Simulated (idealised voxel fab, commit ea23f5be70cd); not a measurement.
Herein follows the process module entitled voxel tone inversion.
Shown is cross-section cut, with a width of 200 nm and square cells of size 5 nm.
In what follows, cross-sections appear as grids of square cells, described through bands that run from the top down, where every band is one or more rows of cells.
Read a band's entry like this: the first values are the height of its top and the height of its bottom in nm, and what follows is the sequence of materials from left to right, each with its width in nm. Note that "empty" is empty space, and that a single material marked "edge to edge" reaches across the band from edge to edge.
Heights are measured from 0, the level below which the as-received wafer is all one material; the lowest band has no bottom and continues downward, written as in "top 0, no bottom".
Graded width ("30->40"): value in top row of band = first number; value in bottom row = second number; row-to-row change constant.
Given "remained unchanged" for a step, no cell of the cross-section differs between before and after that step.
"Enclosed cavities" enumerates empty spaces isolated from the top, with no open way to it, that contain at least 8 cells, giving each as width x height at distance from the left edge, all three in nm.
It should be noted that, on the line of a given step, the content following the step's settings is a remark produced by the simulator itself with respect to that step.
The setting "overlay nm" may be written on the line of a step. When the step uses a mask, the value reports how far to the right of the planned place the mask lay, and a negative value reports that it lay to the left.

# Steps planned for the process
step 1: RECEIVE [material Si]
step 2: CONFORMAL_DEP [material SiCN] [thk nm 5]
step 3: DIRECTIONAL_DEP [material polySi] [thk nm 25]
step 4: PATTERN [tone cover] [mask id POSTS] [material resist] [width nm 25] [pitch nm 45] [thk nm 30] [overlay nm 0]
step 5: DIRECTIONAL_ETCH [etch materials polySi] [depth nm 25]
step 6: STRIP [etch materials resist]
step 7: FILL_DEP [material lowk] [thk nm 10]
step 8: CMP [height nm 30]
step 9: STRIP [etch materials polySi]
step 10: CONFORMAL_DEP [material TiN] [thk nm 5]
step 11: FILL_DEP [material Cu] [thk nm 10]
step 12: CMP [height nm 30]
step 13: CONFORMAL_DEP [material SiN] [thk nm 5]

# first wafer, as planned

# Delivered wafer in cross-section: state after step 1
* top 0, no bottom | Si edge to edge
* Enclosed cavities: none

# after step 2
* top 5, bottom 0 | SiCN edge to edge
* Everything below 0 is unchanged.

# after step 3
* top 30, bottom 5 | polySi edge to edge
* Everything below 5 is unchanged.

# after step 4
* top 60, bottom 30 | 40 empty  25 resist  20 empty  25 resist  20 empty  25 resist  45 empty
* Everything below 30 is unchanged.

# after step 5
* top 60, bottom 30 | 40 empty  25 resist  20 empty  25 resist  20 empty  25 resist  45 empty
* top 30, bottom 5 | 40 empty  25 polySi  20 empty  25 polySi  20 empty  25 polySi  45 empty
* Everything below 5 is unchanged.

# after step 6
* top 30, bottom 5 | 40 empty  25 polySi  20 empty  25 polySi  20 empty  25 polySi  45 empty
* Everything below 5 is unchanged.

# after step 7
* top 40, bottom 30 | lowk edge to edge
* top 30, bottom 5 | 40 lowk  25 polySi  20 lowk  25 polySi  20 lowk  25 polySi  45 lowk
* Everything below 5 is unchanged.

# after step 8
* top 30, bottom 5 | 40 lowk  25 polySi  20 lowk  25 polySi  20 lowk  25 polySi  45 lowk
* Everything below 5 is unchanged.

# after step 9
* top 30, bottom 5 | 40 lowk  25 empty  20 lowk  25 empty  20 lowk  25 empty  45 lowk
* Everything below 5 is unchanged.

# after step 10
* top 35, bottom 30 | 45 TiN  15 empty  30 TiN  15 empty  30 TiN  15 empty  50 TiN
* top 30, bottom 10 | 40 lowk  5 TiN  15 empty  5 TiN  20 lowk  5 TiN  15 empty  5 TiN  20 lowk  5 TiN  15 empty  5 TiN  45 lowk
* top 10, bottom 5 | 40 lowk  25 TiN  20 lowk  25 TiN  20 lowk  25 TiN  45 lowk
* Everything below 5 is unchanged.

# after step 11
* top 45, bottom 35 | Cu edge to edge
* top 35, bottom 30 | 45 TiN  15 Cu  30 TiN  15 Cu  30 TiN  15 Cu  50 TiN
* top 30, bottom 10 | 40 lowk  5 TiN  15 Cu  5 TiN  20 lowk  5 TiN  15 Cu  5 TiN  20 lowk  5 TiN  15 Cu  5 TiN  45 lowk
* Everything below 10 is unchanged.

# after step 12
* top 30, bottom 10 | 40 lowk  5 TiN  15 Cu  5 TiN  20 lowk  5 TiN  15 Cu  5 TiN  20 lowk  5 TiN  15 Cu  5 TiN  45 lowk
* Everything below 10 is unchanged.

# after step 13
* top 35, bottom 30 | SiN edge to edge
* Everything below 30 is unchanged.

# Wafer two: like wafer one in start and plan, but with one mistake in execution; identical up to and including step 3

# Look at the second wafer in cross-section at the time step 4 ought to have finished
* top 60, bottom 30 | 45 empty  25 resist  20 empty  25 resist  20 empty  25 resist  40 empty
* Everything below 30 is unchanged.

# Look at the second wafer in cross-section at the time step 5 ought to have finished
* top 60, bottom 30 | 45 empty  25 resist  20 empty  25 resist  20 empty  25 resist  40 empty
* top 30, bottom 5 | 45 empty  25 polySi  20 empty  25 polySi  20 empty  25 polySi  40 empty
* Everything below 5 is unchanged.

# Look at the second wafer in cross-section at the time step 6 ought to have finished
* top 30, bottom 5 | 45 empty  25 polySi  20 empty  25 polySi  20 empty  25 polySi  40 empty
* Everything below 5 is unchanged.

# Look at the second wafer in cross-section at the time step 7 ought to have finished
* top 40, bottom 30 | lowk edge to edge
* top 30, bottom 5 | 45 lowk  25 polySi  20 lowk  25 polySi  20 lowk  25 polySi  40 lowk
* Everything below 5 is unchanged.

# Look at the second wafer in cross-section at the time step 8 ought to have finished
* top 30, bottom 5 | 45 lowk  25 polySi  20 lowk  25 polySi  20 lowk  25 polySi  40 lowk
* Everything below 5 is unchanged.

# Look at the second wafer in cross-section at the time step 9 ought to have finished
* top 30, bottom 5 | 45 lowk  25 empty  20 lowk  25 empty  20 lowk  25 empty  40 lowk
* Everything below 5 is unchanged.

# Look at the second wafer in cross-section at the time step 10 ought to have finished
* top 35, bottom 30 | 50 TiN  15 empty  30 TiN  15 empty  30 TiN  15 empty  45 TiN
* top 30, bottom 10 | 45 lowk  5 TiN  15 empty  5 TiN  20 lowk  5 TiN  15 empty  5 TiN  20 lowk  5 TiN  15 empty  5 TiN  40 lowk
* top 10, bottom 5 | 45 lowk  25 TiN  20 lowk  25 TiN  20 lowk  25 TiN  40 lowk
* Everything below 5 is unchanged.

# Look at the second wafer in cross-section at the time step 11 ought to have finished
* top 45, bottom 35 | Cu edge to edge
* top 35, bottom 30 | 50 TiN  15 Cu  30 TiN  15 Cu  30 TiN  15 Cu  45 TiN
* top 30, bottom 10 | 45 lowk  5 TiN  15 Cu  5 TiN  20 lowk  5 TiN  15 Cu  5 TiN  20 lowk  5 TiN  15 Cu  5 TiN  40 lowk
* Everything below 10 is unchanged.

# Look at the second wafer in cross-section at the time step 12 ought to have finished
* top 30, bottom 10 | 45 lowk  5 TiN  15 Cu  5 TiN  20 lowk  5 TiN  15 Cu  5 TiN  20 lowk  5 TiN  15 Cu  5 TiN  40 lowk
* Everything below 10 is unchanged.

# Look at the second wafer in cross-section at the time step 13 ought to have finished
* top 35, bottom 30 | SiN edge to edge
* Everything below 30 is unchanged.
What broke from the plan during processing? step 4 deviated from plan and actually ran as PATTERN [tone cover] [mask id POSTS] [material resist] [width nm 25] [pitch nm 45] [thk nm 30] [overlay nm 5]
At the close, every material occupies the same number of cells on the second wafer as on the first, only in different positions.
